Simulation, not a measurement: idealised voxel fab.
The name of this process module is voxel wiring stack.
This is section cut - it's 210 nm across, gridded in 5 nm square cells.
Just so we're on the same page, the cross-sections are grids of square cells, and they're listed out in bands top to bottom, each band one or more rows deep.
Look at the band entry: it leads with the top's height and the bottom's height in nm. Then it lists the materials left to right, with a width in nm for each. The word "all across" on a single material says that material fills the band edge to edge. The word "air" is empty space.
Height reference: 0 = level under which incoming wafer is all one material. Lowest band: no bottom, runs on downward, e.g. "0 nm and below".
The two numbers in a width such as "30->40" mark its ends across the band: the first belongs to the top row of cells, the second to the bottom row, and from each row to the next the width moves by the same amount.
Where the words "no modification" appear for a step, the cross-section shows no cell changed by that step; every cell remained as before.
"Encapsulated voids": empty spaces of 8 cells or more with no open way to the top, each given as width x height at distance, distance from the left edge, all in nm.
What comes after the settings on a step's line is commentary from the simulator itself on that step.
overlay nm: mask offset rightward from planned place, masked step; negative means leftward offset.
### The following list gives the planned process steps
| 1 | RECEIVE, material Si |
| 2 | CONFORMAL_DEP, material SiO2, thk nm 10 |
| 3 | DIRECTIONAL_DEP, material TiN, thk nm 5 |
| 4 | DIRECTIONAL_DEP, material W, thk nm 25 |
| 5 | PATTERN, tone cover, mask id METAL_1, material resist, width nm 30, pitch nm 55, thk nm 15, overlay nm 0 |
| 6 | DIRECTIONAL_ETCH, etch materials W, depth nm 25 |
| 7 | DIRECTIONAL_ETCH, etch materials TiN, depth nm 5 |
| 8 | STRIP, etch materials resist |
| 9 | FILL_DEP, material lowk, thk nm 5 |
| 10 | CMP, height nm 40 |
| 11 | CONFORMAL_DEP, material SiCN, thk nm 5 |
| 12 | DIRECTIONAL_DEP, material lowk, thk nm 10 |
| 13 | DIRECTIONAL_DEP, material aC, thk nm 15 |
| 14 | PATTERN, tone open, mask id PLUG_1, material resist, width nm 15, pitch nm 55, thk nm 30, overlay nm 0 |
| 15 | DIRECTIONAL_ETCH, etch materials aC, depth nm 15 |
| 16 | STRIP, etch materials resist |
| 17 | DIRECTIONAL_ETCH, etch materials lowk, depth nm 10 |
| 18 | DIRECTIONAL_ETCH, etch materials SiCN, depth nm 5 |
| 19 | STRIP, etch materials aC |
| 20 | EPI, material Ru, thk nm 10 |
| 21 | EPI, material Ru, thk nm 5 |
| 22 | CONFORMAL_DEP, material SiCN, thk nm 5 |
| 23 | DIRECTIONAL_DEP, material SiO2, thk nm 25 |
| 24 | DIRECTIONAL_DEP, material aC, thk nm 10 |
| 25 | PATTERN, tone open, mask id METAL_2, material resist, width nm 30, pitch nm 55, thk nm 25, overlay nm 0 |
| 26 | DIRECTIONAL_ETCH, etch materials aC, depth nm 10 |
| 27 | STRIP, etch materials resist |
| 28 | DIRECTIONAL_ETCH, etch materials SiO2, depth nm 25 |
| 29 | DIRECTIONAL_ETCH, etch materials SiCN, depth nm 5 |
| 30 | STRIP, etch materials aC |
| 31 | CONFORMAL_DEP, material TiN, thk nm 5 |
| 32 | FILL_DEP, material W, thk nm 5 |
| 33 | CMP, height nm 85 |
| 34 | CONFORMAL_DEP, material SiN, thk nm 5 |
### So, the first of our two wafers, run just as we planned it
### Wafer cross-section on receipt, i.e. after step 1
    0 nm and below  Si all across
    Encapsulated voids: none
### Take a look at the wafer's cross-section after step 2
    10 nm to 0 nm  SiO2 all across
    Below 0, the layers are the same as they were.
### Take a look at the wafer's cross-section after step 3
    15 nm to 10 nm  TiN all across
    Below 10, the layers are the same as they were.
### Take a look at the wafer's cross-section after step 4
    40 nm to 15 nm  W all across
    Below 15, the layers are the same as they were.
### Take a look at the wafer's cross-section after step 5
    55 nm to 40 nm  air (35); resist (30); air (25); resist (30); air (25); resist (30); air (35)
    Below 40, the layers are the same as they were.
### Take a look at the wafer's cross-section after step 6
    55 nm to 40 nm  air (35); resist (30); air (25); resist (30); air (25); resist (30); air (35)
    40 nm to 15 nm  air (35); W (30); air (25); W (30); air (25); W (30); air (35)
    Below 15, the layers are the same as they were.
### Take a look at the wafer's cross-section after step 7
    55 nm to 40 nm  air (35); resist (30); air (25); resist (30); air (25); resist (30); air (35)
    40 nm to 15 nm  air (35); W (30); air (25); W (30); air (25); W (30); air (35)
    15 nm to 10 nm  air (35); TiN (30); air (25); TiN (30); air (25); TiN (30); air (35)
    Below 10, the layers are the same as they were.
### Take a look at the wafer's cross-section after step 8
    40 nm to 15 nm  air (35); W (30); air (25); W (30); air (25); W (30); air (35)
    Below 15, the layers are the same as they were.
### Take a look at the wafer's cross-section after step 9
    45 nm to 40 nm  lowk all across
    40 nm to 15 nm  lowk (35); W (30); lowk (25); W (30); lowk (25); W (30); lowk (35)
    15 nm to 10 nm  lowk (35); TiN (30); lowk (25); TiN (30); lowk (25); TiN (30); lowk (35)
    Below 10, the layers are the same as they were.
### Take a look at the wafer's cross-section after step 10
    40 nm to 15 nm  lowk (35); W (30); lowk (25); W (30); lowk (25); W (30); lowk (35)
    Below 15, the layers are the same as they were.
### Take a look at the wafer's cross-section after step 11
    45 nm to 40 nm  SiCN all across
    Below 40, the layers are the same as they were.
### Take a look at the wafer's cross-section after step 12
    55 nm to 45 nm  lowk all across
    Below 45, the layers are the same as they were.
### Take a look at the wafer's cross-section after step 13
    70 nm to 55 nm  aC all across
    Below 55, the layers are the same as they were.
### Take a look at the wafer's cross-section after step 14
    100 nm to 70 nm  resist (35); air (15); resist (40); air (15); resist (40); air (15); resist (50)
    Below 70, the layers are the same as they were.
### Take a look at the wafer's cross-section after step 15
    85 nm to 70 nm  resist (35); air (15); resist (40); air (15); resist (40); air (15); resist (50)
    70 nm to 55 nm  aC (35); air (15); aC (40); air (15); aC (40); air (15); aC (50)
    Below 55, the layers are the same as they were.
### Take a look at the wafer's cross-section after step 16
    70 nm to 55 nm  aC (35); air (15); aC (40); air (15); aC (40); air (15); aC (50)
    Below 55, the layers are the same as they were.
### Take a look at the wafer's cross-section after step 17
    70 nm to 55 nm  aC (35); air (15); aC (40); air (15); aC (40); air (15); aC (50)
    55 nm to 45 nm  lowk (35); air (15); lowk (40); air (15); lowk (40); air (15); lowk (50)
    Below 45, the layers are the same as they were.
### Take a look at the wafer's cross-section after step 18
    70 nm to 55 nm  aC (35); air (15); aC (40); air (15); aC (40); air (15); aC (50)
    55 nm to 45 nm  lowk (35); air (15); lowk (40); air (15); lowk (40); air (15); lowk (50)
    45 nm to 40 nm  SiCN (35); air (15); SiCN (40); air (15); SiCN (40); air (15); SiCN (50)
    Below 40, the layers are the same as they were.
### Take a look at the wafer's cross-section after step 19
    55 nm to 45 nm  lowk (35); air (15); lowk (40); air (15); lowk (40); air (15); lowk (50)
    Below 45, the layers are the same as they were.
### Take a look at the wafer's cross-section after step 20
    55 nm to 50 nm  lowk (35); air (15); lowk (40); air (15); lowk (40); air (15); lowk (50)
    50 nm to 45 nm  lowk (35); Ru (15); lowk (40); Ru (15); lowk (40); Ru (15); lowk (50)
    45 nm to 40 nm  SiCN (35); Ru (15); SiCN (40); Ru (15); SiCN (40); Ru (15); SiCN (50)
    Below 40, the layers are the same as they were.
### Take a look at the wafer's cross-section after step 21
    55 nm to 45 nm  lowk (35); Ru (15); lowk (40); Ru (15); lowk (40); Ru (15); lowk (50)
    Below 45, the layers are the same as they were.
### Take a look at the wafer's cross-section after step 22
    60 nm to 55 nm  SiCN all across
    Below 55, the layers are the same as they were.
### Take a look at the wafer's cross-section after step 23
    85 nm to 60 nm  SiO2 all across
    Below 60, the layers are the same as they were.
### Take a look at the wafer's cross-section after step 24
    95 nm to 85 nm  aC all across
    Below 85, the layers are the same as they were.
### Take a look at the wafer's cross-section after step 25
    120 nm to 95 nm  resist (35); air (30); resist (25); air (30); resist (25); air (30); resist (35)
    Below 95, the layers are the same as they were.
### Take a look at the wafer's cross-section after step 26
    110 nm to 95 nm  resist (35); air (30); resist (25); air (30); resist (25); air (30); resist (35)
    95 nm to 85 nm  aC (35); air (30); aC (25); air (30); aC (25); air (30); aC (35)
    Below 85, the layers are the same as they were.
### Take a look at the wafer's cross-section after step 27
    95 nm to 85 nm  aC (35); air (30); aC (25); air (30); aC (25); air (30); aC (35)
    Below 85, the layers are the same as they were.
### Take a look at the wafer's cross-section after step 28
    95 nm to 85 nm  aC (35); air (30); aC (25); air (30); aC (25); air (30); aC (35)
    85 nm to 60 nm  SiO2 (35); air (30); SiO2 (25); air (30); SiO2 (25); air (30); SiO2 (35)
    Below 60, the layers are the same as they were.
### Take a look at the wafer's cross-section after step 29
    95 nm to 85 nm  aC (35); air (30); aC (25); air (30); aC (25); air (30); aC (35)
    85 nm to 60 nm  SiO2 (35); air (30); SiO2 (25); air (30); SiO2 (25); air (30); SiO2 (35)
    60 nm to 55 nm  SiCN (35); air (30); SiCN (25); air (30); SiCN (25); air (30); SiCN (35)
    Below 55, the layers are the same as they were.
### Take a look at the wafer's cross-section after step 30
    85 nm to 60 nm  SiO2 (35); air (30); SiO2 (25); air (30); SiO2 (25); air (30); SiO2 (35)
    Below 60, the layers are the same as they were.
### Take a look at the wafer's cross-section after step 31
    90 nm to 85 nm  TiN (40); air (20); TiN (35); air (20); TiN (35); air (20); TiN (40)
    85 nm to 60 nm  SiO2 (35); TiN (5); air (20); TiN (5); SiO2 (25); TiN (5); air (20); TiN (5); SiO2 (25); TiN (5); air (20); TiN (5); SiO2 (35)
    60 nm to 55 nm  SiCN (35); TiN (30); SiCN (25); TiN (30); SiCN (25); TiN (30); SiCN (35)
    Below 55, the layers are the same as they were.
### Take a look at the wafer's cross-section after step 32
    95 nm to 90 nm  W all across
    90 nm to 85 nm  TiN (40); W (20); TiN (35); W (20); TiN (35); W (20); TiN (40)
    85 nm to 60 nm  SiO2 (35); TiN (5); W (20); TiN (5); SiO2 (25); TiN (5); W (20); TiN (5); SiO2 (25); TiN (5); W (20); TiN (5); SiO2 (35)
    Below 60, the layers are the same as they were.
### Take a look at the wafer's cross-section after step 33
    85 nm to 60 nm  SiO2 (35); TiN (5); W (20); TiN (5); SiO2 (25); TiN (5); W (20); TiN (5); SiO2 (25); TiN (5); W (20); TiN (5); SiO2 (35)
    Below 60, the layers are the same as they were.
### Take a look at the wafer's cross-section after step 34
    90 nm to 85 nm  SiN all across
    Below 85, the layers are the same as they were.
### Wafer two of the pair: same origin, same plan, one error during the run; identical to wafer one up to and including step 4
### Second wafer, section view, time point: scheduled end of step 5
    55 nm to 40 nm  resist (35); air (30); resist (25); air (30); resist (25); air (30); resist (35)
    Below 40, the layers are the same as they were.
### Second wafer, section view, time point: scheduled end of step 6
    55 nm to 40 nm  resist (35); air (30); resist (25); air (30); resist (25); air (30); resist (35)
    40 nm to 15 nm  W (35); air (30); W (25); air (30); W (25); air (30); W (35)
    Below 15, the layers are the same as they were.
### Second wafer, section view, time point: scheduled end of step 7
    55 nm to 40 nm  resist (35); air (30); resist (25); air (30); resist (25); air (30); resist (35)
    40 nm to 15 nm  W (35); air (30); W (25); air (30); W (25); air (30); W (35)
    15 nm to 10 nm  TiN (35); air (30); TiN (25); air (30); TiN (25); air (30); TiN (35)
    Below 10, the layers are the same as they were.
### Second wafer, section view, time point: scheduled end of step 8
    40 nm to 15 nm  W (35); air (30); W (25); air (30); W (25); air (30); W (35)
    Below 15, the layers are the same as they were.
### Second wafer, section view, time point: scheduled end of step 9
    45 nm to 40 nm  lowk all across
    40 nm to 15 nm  W (35); lowk (30); W (25); lowk (30); W (25); lowk (30); W (35)
    15 nm to 10 nm  TiN (35); lowk (30); TiN (25); lowk (30); TiN (25); lowk (30); TiN (35)
    Below 10, the layers are the same as they were.
### Second wafer, section view, time point: scheduled end of step 10
    40 nm to 15 nm  W (35); lowk (30); W (25); lowk (30); W (25); lowk (30); W (35)
    Below 15, the layers are the same as they were.
### Second wafer, section view, time point: scheduled end of step 11
    45 nm to 40 nm  SiCN all across
    Below 40, the layers are the same as they were.
### Second wafer, section view, time point: scheduled end of step 12
    55 nm to 45 nm  lowk all across
    Below 45, the layers are the same as they were.
### Second wafer, section view, time point: scheduled end of step 13
    70 nm to 55 nm  aC all across
    Below 55, the layers are the same as they were.
### Second wafer, section view, time point: scheduled end of step 14
    100 nm to 70 nm  resist (35); air (15); resist (40); air (15); resist (40); air (15); resist (50)
    Below 70, the layers are the same as they were.
### Second wafer, section view, time point: scheduled end of step 15
    85 nm to 70 nm  resist (35); air (15); resist (40); air (15); resist (40); air (15); resist (50)
    70 nm to 55 nm  aC (35); air (15); aC (40); air (15); aC (40); air (15); aC (50)
    Below 55, the layers are the same as they were.
### Second wafer, section view, time point: scheduled end of step 16
    70 nm to 55 nm  aC (35); air (15); aC (40); air (15); aC (40); air (15); aC (50)
    Below 55, the layers are the same as they were.
### Second wafer, section view, time point: scheduled end of step 17
    70 nm to 55 nm  aC (35); air (15); aC (40); air (15); aC (40); air (15); aC (50)
    55 nm to 45 nm  lowk (35); air (15); lowk (40); air (15); lowk (40); air (15); lowk (50)
    Below 45, the layers are the same as they were.
### Second wafer, section view, time point: scheduled end of step 18
    70 nm to 55 nm  aC (35); air (15); aC (40); air (15); aC (40); air (15); aC (50)
    55 nm to 45 nm  lowk (35); air (15); lowk (40); air (15); lowk (40); air (15); lowk (50)
    45 nm to 40 nm  SiCN (35); air (15); SiCN (40); air (15); SiCN (40); air (15); SiCN (50)
    Below 40, the layers are the same as they were.
### Second wafer, section view, time point: scheduled end of step 19
    55 nm to 45 nm  lowk (35); air (15); lowk (40); air (15); lowk (40); air (15); lowk (50)
    Below 45, the layers are the same as they were.
Second wafer, section view, time point: scheduled end of step 20: no modification
Second wafer, section view, time point: scheduled end of step 21: no modification
### Second wafer, section view, time point: scheduled end of step 22
    60 nm to 55 nm  SiCN (40); air (5); SiCN (50); air (5); SiCN (50); air (5); SiCN (55)
    55 nm to 45 nm  lowk (35); SiCN (5); air (5); SiCN (5); lowk (40); SiCN (5); air (5); SiCN (5); lowk (40); SiCN (5); air (5); SiCN (5); lowk (50)
    45 nm to 40 nm  SiCN all across
    Below 40, the layers are the same as they were.
### Second wafer, section view, time point: scheduled end of step 23
    85 nm to 70 nm  SiO2 (40); air (5); SiO2 (50); air (5); SiO2 (50); air (5); SiO2 (55)
    70 nm to 60 nm  SiO2 all across
    60 nm to 55 nm  SiCN (40); SiO2 (5); SiCN (50); SiO2 (5); SiCN (50); SiO2 (5); SiCN (55)
    55 nm to 45 nm  lowk (35); SiCN (5); SiO2 (5); SiCN (5); lowk (40); SiCN (5); SiO2 (5); SiCN (5); lowk (40); SiCN (5); SiO2 (5); SiCN (5); lowk (50)
    Below 45, the layers are the same as they were.
### Second wafer, section view, time point: scheduled end of step 24
    95 nm to 85 nm  aC (40); air (5); aC (50); air (5); aC (50); air (5); aC (55)
    85 nm to 80 nm  SiO2 (40); air (5); SiO2 (50); air (5); SiO2 (50); air (5); SiO2 (55)
    80 nm to 70 nm  SiO2 (40); aC (5); SiO2 (50); aC (5); SiO2 (50); aC (5); SiO2 (55)
    Below 70, the layers are the same as they were.
### Second wafer, section view, time point: scheduled end of step 25
    120 nm to 95 nm  resist (35); air (30); resist (25); air (30); resist (25); air (30); resist (35)
    Below 95, the layers are the same as they were.
### Second wafer, section view, time point: scheduled end of step 26
    110 nm to 95 nm  resist (35); air (30); resist (25); air (30); resist (25); air (30); resist (35)
    95 nm to 85 nm  aC (35); air (30); aC (25); air (30); aC (25); air (30); aC (35)
    85 nm to 70 nm  SiO2 (40); air (5); SiO2 (50); air (5); SiO2 (50); air (5); SiO2 (55)
    Below 70, the layers are the same as they were.
### Second wafer, section view, time point: scheduled end of step 27
    95 nm to 85 nm  aC (35); air (30); aC (25); air (30); aC (25); air (30); aC (35)
    Below 85, the layers are the same as they were.
### Second wafer, section view, time point: scheduled end of step 28
    95 nm to 85 nm  aC (35); air (30); aC (25); air (30); aC (25); air (30); aC (35)
    85 nm to 60 nm  SiO2 (35); air (30); SiO2 (25); air (30); SiO2 (25); air (30); SiO2 (35)
    60 nm to 55 nm  SiCN (40); air (5); SiCN (50); air (5); SiCN (50); air (5); SiCN (55)
    55 nm to 45 nm  lowk (35); SiCN (5); air (5); SiCN (5); lowk (40); SiCN (5); air (5); SiCN (5); lowk (40); SiCN (5); air (5); SiCN (5); lowk (50)
    Below 45, the layers are the same as they were.
### Second wafer, section view, time point: scheduled end of step 29
    95 nm to 85 nm  aC (35); air (30); aC (25); air (30); aC (25); air (30); aC (35)
    85 nm to 60 nm  SiO2 (35); air (30); SiO2 (25); air (30); SiO2 (25); air (30); SiO2 (35)
    60 nm to 55 nm  SiCN (35); air (30); SiCN (25); air (30); SiCN (25); air (30); SiCN (35)
    55 nm to 45 nm  lowk (35); SiCN (5); air (5); SiCN (5); lowk (40); SiCN (5); air (5); SiCN (5); lowk (40); SiCN (5); air (5); SiCN (5); lowk (50)
    45 nm to 40 nm  SiCN (40); air (5); SiCN (50); air (5); SiCN (50); air (5); SiCN (55)
    Below 40, the layers are the same as they were.
### Second wafer, section view, time point: scheduled end of step 30
    85 nm to 60 nm  SiO2 (35); air (30); SiO2 (25); air (30); SiO2 (25); air (30); SiO2 (35)
    Below 60, the layers are the same as they were.
### Second wafer, section view, time point: scheduled end of step 31
    90 nm to 85 nm  TiN (40); air (20); TiN (35); air (20); TiN (35); air (20); TiN (40)
    85 nm to 60 nm  SiO2 (35); TiN (5); air (20); TiN (5); SiO2 (25); TiN (5); air (20); TiN (5); SiO2 (25); TiN (5); air (20); TiN (5); SiO2 (35)
    60 nm to 55 nm  SiCN (35); TiN (30); SiCN (25); TiN (30); SiCN (25); TiN (30); SiCN (35)
    55 nm to 45 nm  lowk (35); SiCN (5); TiN (5); SiCN (5); lowk (40); SiCN (5); TiN (5); SiCN (5); lowk (40); SiCN (5); TiN (5); SiCN (5); lowk (50)
    45 nm to 40 nm  SiCN (40); TiN (5); SiCN (50); TiN (5); SiCN (50); TiN (5); SiCN (55)
    Below 40, the layers are the same as they were.
### Second wafer, section view, time point: scheduled end of step 32
    95 nm to 90 nm  W all across
    90 nm to 85 nm  TiN (40); W (20); TiN (35); W (20); TiN (35); W (20); TiN (40)
    85 nm to 60 nm  SiO2 (35); TiN (5); W (20); TiN (5); SiO2 (25); TiN (5); W (20); TiN (5); SiO2 (25); TiN (5); W (20); TiN (5); SiO2 (35)
    Below 60, the layers are the same as they were.
### Second wafer, section view, time point: scheduled end of step 33
    85 nm to 60 nm  SiO2 (35); TiN (5); W (20); TiN (5); SiO2 (25); TiN (5); W (20); TiN (5); SiO2 (25); TiN (5); W (20); TiN (5); SiO2 (35)
    Below 60, the layers are the same as they were.
### Second wafer, section view, time point: scheduled end of step 34
    90 nm to 85 nm  SiN all across
    Below 85, the layers are the same as they were.
In executing the process, a mistake was made relative to the plan: step 5 ran as: PATTERN, tone open, mask id METAL_1, material resist, width nm 30, pitch nm 55, thk nm 15, overlay nm 0
In the final state, the cell counts of the second wafer exceed or fall short of those of the first for the following materials: Ru -27; SiCN +18; TiN +15; W +30; lowk -36
